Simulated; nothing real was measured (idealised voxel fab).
process module | voxel wiring stack
cross-section cut | 180 nm wide | cells 5 nm
A cross-section is a grid of square cells, given in bands from the top down. A band is one or more rows of cells.
Each band's line starts with the height of the band's top and of its bottom, in nm. Then come its materials from left to right, each with its width in nm. One material with "throughout" fills the band from edge to edge. "air" is empty space.
Height 0 is the level under which the wafer as received is all one material. The lowest band goes on downwards, as in "0 down".
A width such as "30 to 40" changes by the same amount from each row of cells to the next, from the band's top row to its bottom row.
"no change" after a step means that no cell of the cross-section changed.
closed voids: empty space of 8 cells or more with no open way to the top, each as width x height at its distance from the left edge, in nm
after a step's settings: what the simulator itself notes on the step
overlay nm, on a step with a mask: how far to the right of its planned place the mask lay; to the left if negative
plan
1 op RECEIVE | material Si
2 op CONFORMAL_DEP | material SiO2 | thk nm 15
3 op CONFORMAL_DEP | material SiN | thk nm 5
4 op DIRECTIONAL_DEP | material SiO2 | thk nm 15
5 op DIRECTIONAL_DEP | material aC | thk nm 15
6 op PATTERN | tone open | mask id METAL_1 | material resist | width nm 25 | pitch nm 40 | thk nm 35 | overlay nm 0
7 op DIRECTIONAL_ETCH | etch materials aC | depth nm 15
8 op STRIP | etch materials resist
9 op DIRECTIONAL_ETCH | etch materials SiO2 | depth nm 15
10 op DIRECTIONAL_ETCH | etch materials SiN | depth nm 5
11 op STRIP | etch materials aC
12 op CONFORMAL_DEP | material TiN | thk nm 5
13 op FILL_DEP | material Cu | thk nm 5
14 op CMP | height nm 35
15 op EPI | material Ru | thk nm 5
16 op FILL_DEP | material SiCN | thk nm 5
17 op DIRECTIONAL_DEP | material SiO2 | thk nm 10
18 op PATTERN | tone open | mask id PLUG_1 | material resist | width nm 15 | pitch nm 40 | thk nm 15 | overlay nm 0
19 op DIRECTIONAL_ETCH | etch materials SiO2 | depth nm 10
20 op DIRECTIONAL_ETCH | etch materials SiCN | depth nm 5
21 op STRIP | etch materials resist
22 op CONFORMAL_DEP | material TiN | thk nm 5
23 op FILL_DEP | material Ru | thk nm 10
24 op CMP | height nm 55
25 op DIRECTIONAL_DEP | material TiN | thk nm 5
26 op DIRECTIONAL_DEP | material W | thk nm 15
27 op PATTERN | tone cover | mask id METAL_2 | material resist | width nm 25 | pitch nm 40 | thk nm 20 | overlay nm 0
28 op DIRECTIONAL_ETCH | etch materials W | depth nm 15
29 op DIRECTIONAL_ETCH | etch materials TiN | depth nm 5
30 op STRIP | etch materials resist
31 op CONFORMAL_DEP | material SiN | thk nm 5
32 op FILL_DEP | material lowk | thk nm 10
33 op CMP | height nm 75
34 op CONFORMAL_DEP | material SiCN | thk nm 5
35 op DIRECTIONAL_DEP | material SiO2 | thk nm 30
36 op DIRECTIONAL_DEP | material aC | thk nm 10
37 op PATTERN | tone open | mask id METAL_3_HOLES | material resist | width nm 15 | thk nm 30 | overlay nm 0
38 op DIRECTIONAL_ETCH | etch materials aC | depth nm 10
39 op STRIP | etch materials resist
40 op DIRECTIONAL_ETCH | etch materials SiO2 | depth nm 30
41 op STRIP | etch materials aC
42 op DIRECTIONAL_DEP | material aC | thk nm 15
43 op PATTERN | tone open | mask id METAL_3 | material resist | width nm 25 | pitch nm 40 | thk nm 30 | overlay nm 0
44 op DIRECTIONAL_ETCH | etch materials aC | depth nm 15
45 op STRIP | etch materials resist
46 op DIRECTIONAL_ETCH | etch materials SiO2 | depth nm 15
47 op DIRECTIONAL_ETCH | etch materials SiCN | depth nm 5
48 op STRIP | etch materials aC
49 op CONFORMAL_DEP | material TiN | thk nm 5
50 op FILL_DEP | material Cu | thk nm 5
51 op CMP | height nm 110
52 op CONFORMAL_DEP | material SiN | thk nm 5
first wafer, as planned
as received, after step 1
  0 down: Si throughout
  closed voids: none
after step 2
  15 to 0: SiO2 throughout
  below 0: unchanged
after step 3
  20 to 15: SiN throughout
  below 15: unchanged
after step 4
  35 to 20: SiO2 throughout
  below 20: unchanged
after step 5
  50 to 35: aC throughout
  below 35: unchanged
after step 6
  85 to 50: resist 55 | air 25 | resist 15 | air 25 | resist 60
  below 50: unchanged
after step 7
  70 to 50: resist 55 | air 25 | resist 15 | air 25 | resist 60
  50 to 35: aC 55 | air 25 | aC 15 | air 25 | aC 60
  below 35: unchanged
after step 8
  50 to 35: aC 55 | air 25 | aC 15 | air 25 | aC 60
  below 35: unchanged
after step 9
  50 to 35: aC 55 | air 25 | aC 15 | air 25 | aC 60
  35 to 20: SiO2 55 | air 25 | SiO2 15 | air 25 | SiO2 60
  below 20: unchanged
after step 10
  50 to 35: aC 55 | air 25 | aC 15 | air 25 | aC 60
  35 to 20: SiO2 55 | air 25 | SiO2 15 | air 25 | SiO2 60
  20 to 15: SiN 55 | air 25 | SiN 15 | air 25 | SiN 60
  below 15: unchanged
after step 11
  35 to 20: SiO2 55 | air 25 | SiO2 15 | air 25 | SiO2 60
  below 20: unchanged
after step 12
  40 to 35: TiN 60 | air 15 | TiN 25 | air 15 | TiN 65
  35 to 20: SiO2 55 | TiN 5 | air 15 | TiN 5 | SiO2 15 | TiN 5 | air 15 | TiN 5 | SiO2 60
  20 to 15: SiN 55 | TiN 25 | SiN 15 | TiN 25 | SiN 60
  below 15: unchanged
after step 13
  45 to 40: Cu throughout
  40 to 35: TiN 60 | Cu 15 | TiN 25 | Cu 15 | TiN 65
  35 to 20: SiO2 55 | TiN 5 | Cu 15 | TiN 5 | SiO2 15 | TiN 5 | Cu 15 | TiN 5 | SiO2 60
  below 20: unchanged
after step 14
  35 to 20: SiO2 55 | TiN 5 | Cu 15 | TiN 5 | SiO2 15 | TiN 5 | Cu 15 | TiN 5 | SiO2 60
  below 20: unchanged
after step 15
  40 to 35: air 50 | Ru 35 | air 5 | Ru 35 | air 55
  below 35: unchanged
after step 16
  45 to 40: SiCN throughout
  40 to 35: SiCN 50 | Ru 35 | SiCN 5 | Ru 35 | SiCN 55
  below 35: unchanged
after step 17
  55 to 45: SiO2 throughout
  below 45: unchanged
after step 18
  70 to 55: resist 55 | air 15 | resist 25 | air 15 | resist 70
  below 55: unchanged
after step 19
  70 to 55: resist 55 | air 15 | resist 25 | air 15 | resist 70
  55 to 45: SiO2 55 | air 15 | SiO2 25 | air 15 | SiO2 70
  below 45: unchanged
after step 20
  70 to 55: resist 55 | air 15 | resist 25 | air 15 | resist 70
  55 to 45: SiO2 55 | air 15 | SiO2 25 | air 15 | SiO2 70
  45 to 40: SiCN 55 | air 15 | SiCN 25 | air 15 | SiCN 70
  below 40: unchanged
after step 21
  55 to 45: SiO2 55 | air 15 | SiO2 25 | air 15 | SiO2 70
  below 45: unchanged
after step 22
  60 to 55: TiN 60 | air 5 | TiN 35 | air 5 | TiN 75
  55 to 45: SiO2 55 | TiN 5 | air 5 | TiN 5 | SiO2 25 | TiN 5 | air 5 | TiN 5 | SiO2 70
  45 to 40: SiCN 55 | TiN 15 | SiCN 25 | TiN 15 | SiCN 70
  below 40: unchanged
after step 23
  70 to 60: Ru throughout
  60 to 55: TiN 60 | Ru 5 | TiN 35 | Ru 5 | TiN 75
  55 to 45: SiO2 55 | TiN 5 | Ru 5 | TiN 5 | SiO2 25 | TiN 5 | Ru 5 | TiN 5 | SiO2 70
  below 45: unchanged
after step 24
  55 to 45: SiO2 55 | TiN 5 | Ru 5 | TiN 5 | SiO2 25 | TiN 5 | Ru 5 | TiN 5 | SiO2 70
  below 45: unchanged
after step 25
  60 to 55: TiN throughout
  below 55: unchanged
after step 26
  75 to 60: W throughout
  below 60: unchanged
after step 27
  95 to 75: air 55 | resist 25 | air 15 | resist 25 | air 60
  below 75: unchanged
after step 28
  95 to 75: air 55 | resist 25 | air 15 | resist 25 | air 60
  75 to 60: air 55 | W 25 | air 15 | W 25 | air 60
  below 60: unchanged
after step 29
  95 to 75: air 55 | resist 25 | air 15 | resist 25 | air 60
  75 to 60: air 55 | W 25 | air 15 | W 25 | air 60
  60 to 55: air 55 | TiN 25 | air 15 | TiN 25 | air 60
  below 55: unchanged
after step 30
  75 to 60: air 55 | W 25 | air 15 | W 25 | air 60
  below 60: unchanged
after step 31
  80 to 75: air 50 | SiN 35 | air 5 | SiN 35 | air 55
  75 to 60: air 50 | SiN 5 | W 25 | SiN 5 | air 5 | SiN 5 | W 25 | SiN 5 | air 55
  60 to 55: SiN 55 | TiN 25 | SiN 15 | TiN 25 | SiN 60
  below 55: unchanged
after step 32
  90 to 80: lowk throughout
  80 to 75: lowk 50 | SiN 35 | lowk 5 | SiN 35 | lowk 55
  75 to 60: lowk 50 | SiN 5 | W 25 | SiN 5 | lowk 5 | SiN 5 | W 25 | SiN 5 | lowk 55
  below 60: unchanged
after step 33
  75 to 60: lowk 50 | SiN 5 | W 25 | SiN 5 | lowk 5 | SiN 5 | W 25 | SiN 5 | lowk 55
  below 60: unchanged
after step 34
  80 to 75: SiCN throughout
  below 75: unchanged
after step 35
  110 to 80: SiO2 throughout
  below 80: unchanged
after step 36
  120 to 110: aC throughout
  below 110: unchanged
after step 37
  150 to 120: resist 55 | air 15 | resist 110
  below 120: unchanged
after step 38
  140 to 120: resist 55 | air 15 | resist 110
  120 to 110: aC 55 | air 15 | aC 110
  below 110: unchanged
after step 39
  120 to 110: aC 55 | air 15 | aC 110
  below 110: unchanged
after step 40
  120 to 110: aC 55 | air 15 | aC 110
  110 to 80: SiO2 55 | air 15 | SiO2 110
  below 80: unchanged
after step 41
  110 to 80: SiO2 55 | air 15 | SiO2 110
  below 80: unchanged
after step 42
  125 to 110: aC 55 | air 15 | aC 110
  110 to 95: SiO2 55 | air 15 | SiO2 110
  95 to 80: SiO2 55 | aC 15 | SiO2 110
  below 80: unchanged
after step 43
  155 to 125: resist 55 | air 25 | resist 15 | air 25 | resist 60
  below 125: unchanged
after step 44
  140 to 125: resist 55 | air 25 | resist 15 | air 25 | resist 60
  125 to 110: aC 55 | air 25 | aC 15 | air 25 | aC 60
  110 to 80: SiO2 55 | air 15 | SiO2 110
  below 80: unchanged
after step 45
  125 to 110: aC 55 | air 25 | aC 15 | air 25 | aC 60
  below 110: unchanged
after step 46
  125 to 110: aC 55 | air 25 | aC 15 | air 25 | aC 60
  110 to 95: SiO2 55 | air 25 | SiO2 15 | air 25 | SiO2 60
  below 95: unchanged
after step 47
  125 to 110: aC 55 | air 25 | aC 15 | air 25 | aC 60
  110 to 95: SiO2 55 | air 25 | SiO2 15 | air 25 | SiO2 60
  95 to 80: SiO2 55 | air 15 | SiO2 110
  80 to 75: SiCN 55 | air 15 | SiCN 110
  below 75: unchanged
after step 48
  110 to 95: SiO2 55 | air 25 | SiO2 15 | air 25 | SiO2 60
  below 95: unchanged
after step 49
  115 to 110: TiN 60 | air 15 | TiN 25 | air 15 | TiN 65
  110 to 100: SiO2 55 | TiN 5 | air 15 | TiN 5 | SiO2 15 | TiN 5 | air 15 | TiN 5 | SiO2 60
  100 to 95: SiO2 55 | TiN 5 | air 5 | TiN 15 | SiO2 15 | TiN 25 | SiO2 60
  95 to 80: SiO2 55 | TiN 5 | air 5 | TiN 5 | SiO2 110
  80 to 75: SiCN 55 | TiN 15 | SiCN 110
  below 75: unchanged
after step 50
  120 to 115: Cu throughout
  115 to 110: TiN 60 | Cu 15 | TiN 25 | Cu 15 | TiN 65
  110 to 100: SiO2 55 | TiN 5 | Cu 15 | TiN 5 | SiO2 15 | TiN 5 | Cu 15 | TiN 5 | SiO2 60
  100 to 95: SiO2 55 | TiN 5 | Cu 5 | TiN 15 | SiO2 15 | TiN 25 | SiO2 60
  95 to 80: SiO2 55 | TiN 5 | Cu 5 | TiN 5 | SiO2 110
  below 80: unchanged
after step 51
  110 to 100: SiO2 55 | TiN 5 | Cu 15 | TiN 5 | SiO2 15 | TiN 5 | Cu 15 | TiN 5 | SiO2 60
  below 100: unchanged
after step 52
  115 to 110: SiN throughout
  below 110: unchanged
second wafer: like start, like plan, one mistake. Through step 50 it matches the first wafer
when step 51 should have ended
  100 to 95: SiO2 55 | TiN 5 | Cu 5 | TiN 15 | SiO2 15 | TiN 25 | SiO2 60
  below 95: unchanged
when step 52 should have ended
  105 to 100: SiN throughout
  below 100: unchanged
what went wrong: step 51 ran as: op CMP | height nm 100
at the end the second wafer has, in cells: 12 fewer of Cu | 52 fewer of SiO2 | 8 fewer of TiN
